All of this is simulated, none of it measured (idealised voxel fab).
Documented hereafter: the process module known as voxel capacitor over wiring.
FYI the section here is cut, 210 nm wide, cells are 5 nm squares.
For the purposes of this document, a cross-section shall be understood as a grid of square cells, specified as bands listed in top-to-bottom order, each band consisting of one or more rows of cells.
Heights first: top, then bottom, in nm. Then materials, left to right, each with a width in nm. "everywhere" on a single material: fills the band edge to edge. "air": empty space.
Convention: height 0 is the level below which the wafer, as received, is all one material. The lowest band does not terminate at the bottom but continues downward, represented as "0 and below".
The two numbers in a width such as "30..40" mark its ends across the band: the first belongs to the top row of cells, the second to the bottom row, and from each row to the next the width moves by the same amount.
For the purposes of this document, the phrase "nothing altered" attached to a step denotes that no cell within the cross-section was modified by that step.
If an empty space has no open way to the top and is at least 8 cells in size, "Unvented internal voids" lists it, written width x height at distance, where distance is measured from the left edge and every value is in nm.
Heads up: the bit after the settings on a step's line is the simulator's remark on that step.
overlay nm: on a step with a mask, how far right of its planned place the mask lay; negative means left.
Process steps (planned)
1: RECEIVE, material Si
2: CONFORMAL_DEP, material SiO2, thk nm 10
3: CONFORMAL_DEP, material SiCN, thk nm 5
4: DIRECTIONAL_DEP, material SiO2, thk nm 25
5: PATTERN, tone open, mask id METAL_1, material resist, width nm 25, pitch nm 80, thk nm 20, overlay nm 0
6: DIRECTIONAL_ETCH, etch materials SiO2, depth nm 25
7: DIRECTIONAL_ETCH, etch materials SiCN, depth nm 5
8: STRIP, etch materials resist
9: CONFORMAL_DEP, material TiN, thk nm 5
10: FILL_DEP, material Ru, thk nm 10
11: CMP, height nm 40
12: CONFORMAL_DEP, material SiCN, thk nm 5
13: DIRECTIONAL_DEP, material lowk, thk nm 15
14: PATTERN, tone open, mask id PLUG_1, material resist, width nm 15, thk nm 15, overlay nm 0
15: DIRECTIONAL_ETCH, etch materials lowk, depth nm 15
16: DIRECTIONAL_ETCH, etch materials SiCN, depth nm 5
17: STRIP, etch materials resist
18: EPI, material Ru, thk nm 10
19: EPI, material Ru, thk nm 10
20: DIRECTIONAL_DEP, material TiN, thk nm 10
21: DIRECTIONAL_DEP, material Al2O3, thk nm 5
22: DIRECTIONAL_DEP, material TiN, thk nm 10
23: DIRECTIONAL_DEP, material aC, thk nm 10
24: PATTERN, tone cover, mask id UPPER_PLATE, material resist, width nm 60, thk nm 25, overlay nm 0
25: DIRECTIONAL_ETCH, etch materials aC, depth nm 10
26: STRIP, etch materials resist
27: DIRECTIONAL_ETCH, etch materials TiN, depth nm 10
28: DIRECTIONAL_ETCH, etch materials Al2O3, depth nm 5
29: STRIP, etch materials aC
30: DIRECTIONAL_DEP, material aC, thk nm 15
31: PATTERN, tone cover, mask id LOWER_PLATE, material resist, width nm 70, thk nm 30, overlay nm 0
32: DIRECTIONAL_ETCH, etch materials aC, depth nm 15
33: STRIP, etch materials resist
34: DIRECTIONAL_ETCH, etch materials TiN, depth nm 10
35: STRIP, etch materials aC
36: FILL_DEP, material SiO2, thk nm 15
37: CMP, height nm 95
38: DIRECTIONAL_DEP, material aC, thk nm 10
39: PATTERN, tone open, mask id PLUG_2, material resist, width nm 15, thk nm 25, overlay nm 0
40: DIRECTIONAL_ETCH, etch materials aC, depth nm 10
41: STRIP, etch materials resist
42: DIRECTIONAL_ETCH, etch materials SiO2, depth nm 10
43: STRIP, etch materials aC
44: CONFORMAL_DEP, material TiN, thk nm 5
45: FILL_DEP, material Cu, thk nm 5
46: CMP, height nm 95
47: CONFORMAL_DEP, material SiN, thk nm 5
The first of two wafers, run as planned
This is the cross-section of the wafer as we received it, i.e. after step 1
0 and below  Si everywhere
Unvented internal voids: none
The wafer, seen in cross-section, after step 2
10 down to 0  SiO2 everywhere
Under the height 0 nothing was changed.
The wafer, seen in cross-section, after step 3
15 down to 10  SiCN everywhere
Under the height 10 nothing was changed.
The wafer, seen in cross-section, after step 4
40 down to 15  SiO2 everywhere
Under the height 15 nothing was changed.
The wafer, seen in cross-section, after step 5
60 down to 40  resist 50  air 25  resist 55  air 25  resist 55
Under the height 40 nothing was changed.
The wafer, seen in cross-section, after step 6
60 down to 40  resist 50  air 25  resist 55  air 25  resist 55
40 down to 15  SiO2 50  air 25  SiO2 55  air 25  SiO2 55
Under the height 15 nothing was changed.
The wafer, seen in cross-section, after step 7
60 down to 40  resist 50  air 25  resist 55  air 25  resist 55
40 down to 15  SiO2 50  air 25  SiO2 55  air 25  SiO2 55
15 down to 10  SiCN 50  air 25  SiCN 55  air 25  SiCN 55
Under the height 10 nothing was changed.
The wafer, seen in cross-section, after step 8
40 down to 15  SiO2 50  air 25  SiO2 55  air 25  SiO2 55
Under the height 15 nothing was changed.
The wafer, seen in cross-section, after step 9
45 down to 40  TiN 55  air 15  TiN 65  air 15  TiN 60
40 down to 15  SiO2 50  TiN 5  air 15  TiN 5  SiO2 55  TiN 5  air 15  TiN 5  SiO2 55
15 down to 10  SiCN 50  TiN 25  SiCN 55  TiN 25  SiCN 55
Under the height 10 nothing was changed.
The wafer, seen in cross-section, after step 10
55 down to 45  Ru everywhere
45 down to 40  TiN 55  Ru 15  TiN 65  Ru 15  TiN 60
40 down to 15  SiO2 50  TiN 5  Ru 15  TiN 5  SiO2 55  TiN 5  Ru 15  TiN 5  SiO2 55
Under the height 15 nothing was changed.
The wafer, seen in cross-section, after step 11
40 down to 15  SiO2 50  TiN 5  Ru 15  TiN 5  SiO2 55  TiN 5  Ru 15  TiN 5  SiO2 55
Under the height 15 nothing was changed.
The wafer, seen in cross-section, after step 12
45 down to 40  SiCN everywhere
Under the height 40 nothing was changed.
The wafer, seen in cross-section, after step 13
60 down to 45  lowk everywhere
Under the height 45 nothing was changed.
The wafer, seen in cross-section, after step 14
75 down to 60  resist 60  air 15  resist 135
Under the height 60 nothing was changed.
The wafer, seen in cross-section, after step 15
75 down to 60  resist 60  air 15  resist 135
60 down to 45  lowk 60  air 15  lowk 135
Under the height 45 nothing was changed.
The wafer, seen in cross-section, after step 16
75 down to 60  resist 60  air 15  resist 135
60 down to 45  lowk 60  air 15  lowk 135
45 down to 40  SiCN 60  air 15  SiCN 135
Under the height 40 nothing was changed.
The wafer, seen in cross-section, after step 17
60 down to 45  lowk 60  air 15  lowk 135
Under the height 45 nothing was changed.
The wafer, seen in cross-section, after step 18
60 down to 50  lowk 60  air 15  lowk 135
50 down to 45  lowk 60  Ru 15  lowk 135
45 down to 40  SiCN 60  Ru 15  SiCN 135
Under the height 40 nothing was changed.
The wafer, seen in cross-section, after step 19
60 down to 45  lowk 60  Ru 15  lowk 135
Under the height 45 nothing was changed.
The wafer, seen in cross-section, after step 20
70 down to 60  TiN everywhere
Under the height 60 nothing was changed.
The wafer, seen in cross-section, after step 21
75 down to 70  Al2O3 everywhere
Under the height 70 nothing was changed.
The wafer, seen in cross-section, after step 22
85 down to 75  TiN everywhere
Under the height 75 nothing was changed.
The wafer, seen in cross-section, after step 23
95 down to 85  aC everywhere
Under the height 85 nothing was changed.
The wafer, seen in cross-section, after step 24
120 down to 95  air 60  resist 60  air 90
Under the height 95 nothing was changed.
The wafer, seen in cross-section, after step 25
110 down to 95  air 60  resist 60  air 90
95 down to 85  air 60  aC 60  air 90
Under the height 85 nothing was changed.
The wafer, seen in cross-section, after step 26
95 down to 85  air 60  aC 60  air 90
Under the height 85 nothing was changed.
The wafer, seen in cross-section, after step 27
95 down to 85  air 60  aC 60  air 90
85 down to 75  air 60  TiN 60  air 90
Under the height 75 nothing was changed.
The wafer, seen in cross-section, after step 28
95 down to 85  air 60  aC 60  air 90
85 down to 75  air 60  TiN 60  air 90
75 down to 70  air 60  Al2O3 60  air 90
Under the height 70 nothing was changed.
The wafer, seen in cross-section, after step 29
85 down to 75  air 60  TiN 60  air 90
Under the height 75 nothing was changed.
The wafer, seen in cross-section, after step 30
100 down to 85  air 60  aC 60  air 90
85 down to 75  aC 60  TiN 60  aC 90
75 down to 70  aC 60  Al2O3 60  aC 90
Under the height 70 nothing was changed.
The wafer, seen in cross-section, after step 31
130 down to 100  air 55  resist 70  air 85
100 down to 85  air 55  resist 5  aC 60  resist 5  air 85
Under the height 85 nothing was changed.
The wafer, seen in cross-section, after step 32
115 down to 100  air 55  resist 70  air 85
100 down to 85  air 55  resist 5  aC 60  resist 5  air 85
85 down to 75  air 55  aC 5  TiN 60  aC 5  air 85
75 down to 70  air 55  aC 5  Al2O3 60  aC 5  air 85
Under the height 70 nothing was changed.
The wafer, seen in cross-section, after step 33
100 down to 85  air 60  aC 60  air 90
Under the height 85 nothing was changed.
The wafer, seen in cross-section, after step 34
100 down to 85  air 60  aC 60  air 90
85 down to 75  air 55  aC 5  TiN 60  aC 5  air 85
75 down to 70  air 55  aC 5  Al2O3 60  aC 5  air 85
70 down to 60  air 55  TiN 70  air 85
Under the height 60 nothing was changed.
The wafer, seen in cross-section, after step 35
85 down to 75  air 60  TiN 60  air 90
75 down to 70  air 60  Al2O3 60  air 90
Under the height 70 nothing was changed.
The wafer, seen in cross-section, after step 36
100 down to 85  SiO2 everywhere
85 down to 75  SiO2 60  TiN 60  SiO2 90
75 down to 70  SiO2 60  Al2O3 60  SiO2 90
70 down to 60  SiO2 55  TiN 70  SiO2 85
Under the height 60 nothing was changed.
The wafer, seen in cross-section, after step 37
95 down to 85  SiO2 everywhere
Under the height 85 nothing was changed.
The wafer, seen in cross-section, after step 38
105 down to 95  aC everywhere
Under the height 95 nothing was changed.
The wafer, seen in cross-section, after step 39
130 down to 105  resist 70  air 15  resist 125
Under the height 105 nothing was changed.
The wafer, seen in cross-section, after step 40
120 down to 105  resist 70  air 15  resist 125
105 down to 95  aC 70  air 15  aC 125
Under the height 95 nothing was changed.
The wafer, seen in cross-section, after step 41
105 down to 95  aC 70  air 15  aC 125
Under the height 95 nothing was changed.
The wafer, seen in cross-section, after step 42
105 down to 95  aC 70  air 15  aC 125
95 down to 85  SiO2 70  air 15  SiO2 125
Under the height 85 nothing was changed.
The wafer, seen in cross-section, after step 43
95 down to 85  SiO2 70  air 15  SiO2 125
Under the height 85 nothing was changed.
The wafer, seen in cross-section, after step 44
100 down to 95  TiN 75  air 5  TiN 130
95 down to 90  SiO2 70  TiN 5  air 5  TiN 5  SiO2 125
90 down to 85  SiO2 70  TiN 15  SiO2 125
Under the height 85 nothing was changed.
The wafer, seen in cross-section, after step 45
105 down to 100  Cu everywhere
100 down to 95  TiN 75  Cu 5  TiN 130
95 down to 90  SiO2 70  TiN 5  Cu 5  TiN 5  SiO2 125
Under the height 90 nothing was changed.
The wafer, seen in cross-section, after step 46
95 down to 90  SiO2 70  TiN 5  Cu 5  TiN 5  SiO2 125
Under the height 90 nothing was changed.
The wafer, seen in cross-section, after step 47
100 down to 95  SiN everywhere
Under the height 95 nothing was changed.
Wafer two of two - same starting point, same process plan, one mistake in execution; matches wafer one up to and including step 21
Second wafer, cross-section, planned end of step 22
85 down to 75  SiO2 everywhere
Under the height 75 nothing was changed.
Second wafer, cross-section, planned end of step 23
95 down to 85  aC everywhere
Under the height 85 nothing was changed.
Second wafer, cross-section, planned end of step 24
120 down to 95  air 60  resist 60  air 90
Under the height 95 nothing was changed.
Second wafer, cross-section, planned end of step 25
110 down to 95  air 60  resist 60  air 90
95 down to 85  air 60  aC 60  air 90
Under the height 85 nothing was changed.
Second wafer, cross-section, planned end of step 26
95 down to 85  air 60  aC 60  air 90
Under the height 85 nothing was changed.
Second wafer, cross-section, planned end of step 27: nothing altered
Second wafer, cross-section, planned end of step 28: nothing altered
Second wafer, cross-section, planned end of step 29
85 down to 75  SiO2 everywhere
Under the height 75 nothing was changed.
Second wafer, cross-section, planned end of step 30
100 down to 85  aC everywhere
Under the height 85 nothing was changed.
Second wafer, cross-section, planned end of step 31
130 down to 100  air 55  resist 70  air 85
Under the height 100 nothing was changed.
Second wafer, cross-section, planned end of step 32
115 down to 100  air 55  resist 70  air 85
100 down to 85  air 55  aC 70  air 85
Under the height 85 nothing was changed.
Second wafer, cross-section, planned end of step 33
100 down to 85  air 55  aC 70  air 85
Under the height 85 nothing was changed.
Second wafer, cross-section, planned end of step 34: nothing altered
Second wafer, cross-section, planned end of step 35
85 down to 75  SiO2 everywhere
Under the height 75 nothing was changed.
Second wafer, cross-section, planned end of step 36
100 down to 75  SiO2 everywhere
Under the height 75 nothing was changed.
Second wafer, cross-section, planned end of step 37
95 down to 75  SiO2 everywhere
Under the height 75 nothing was changed.
Second wafer, cross-section, planned end of step 38
105 down to 95  aC everywhere
Under the height 95 nothing was changed.
Second wafer, cross-section, planned end of step 39
130 down to 105  resist 70  air 15  resist 125
Under the height 105 nothing was changed.
Second wafer, cross-section, planned end of step 40
120 down to 105  resist 70  air 15  resist 125
105 down to 95  aC 70  air 15  aC 125
Under the height 95 nothing was changed.
Second wafer, cross-section, planned end of step 41
105 down to 95  aC 70  air 15  aC 125
Under the height 95 nothing was changed.
Second wafer, cross-section, planned end of step 42
105 down to 95  aC 70  air 15  aC 125
95 down to 85  SiO2 70  air 15  SiO2 125
Under the height 85 nothing was changed.
Second wafer, cross-section, planned end of step 43
95 down to 85  SiO2 70  air 15  SiO2 125
Under the height 85 nothing was changed.
Second wafer, cross-section, planned end of step 44
100 down to 95  TiN 75  air 5  TiN 130
95 down to 90  SiO2 70  TiN 5  air 5  TiN 5  SiO2 125
90 down to 85  SiO2 70  TiN 15  SiO2 125
Under the height 85 nothing was changed.
Second wafer, cross-section, planned end of step 45
105 down to 100  Cu everywhere
100 down to 95  TiN 75  Cu 5  TiN 130
95 down to 90  SiO2 70  TiN 5  Cu 5  TiN 5  SiO2 125
Under the height 90 nothing was changed.
Second wafer, cross-section, planned end of step 46
95 down to 90  SiO2 70  TiN 5  Cu 5  TiN 5  SiO2 125
Under the height 90 nothing was changed.
Second wafer, cross-section, planned end of step 47
100 down to 95  SiN everywhere
Under the height 95 nothing was changed.
It is concluded that the wafer was processed incorrectly with respect to the plan, in that for step 22, the planned setting was not used; the step was instead run as DIRECTIONAL_DEP, material SiO2, thk nm 10
Per the end-of-run cell counts, the second wafer holds more or fewer of some materials than the first: 30 more of Al2O3, 62 fewer of SiO2, 32 more of TiN
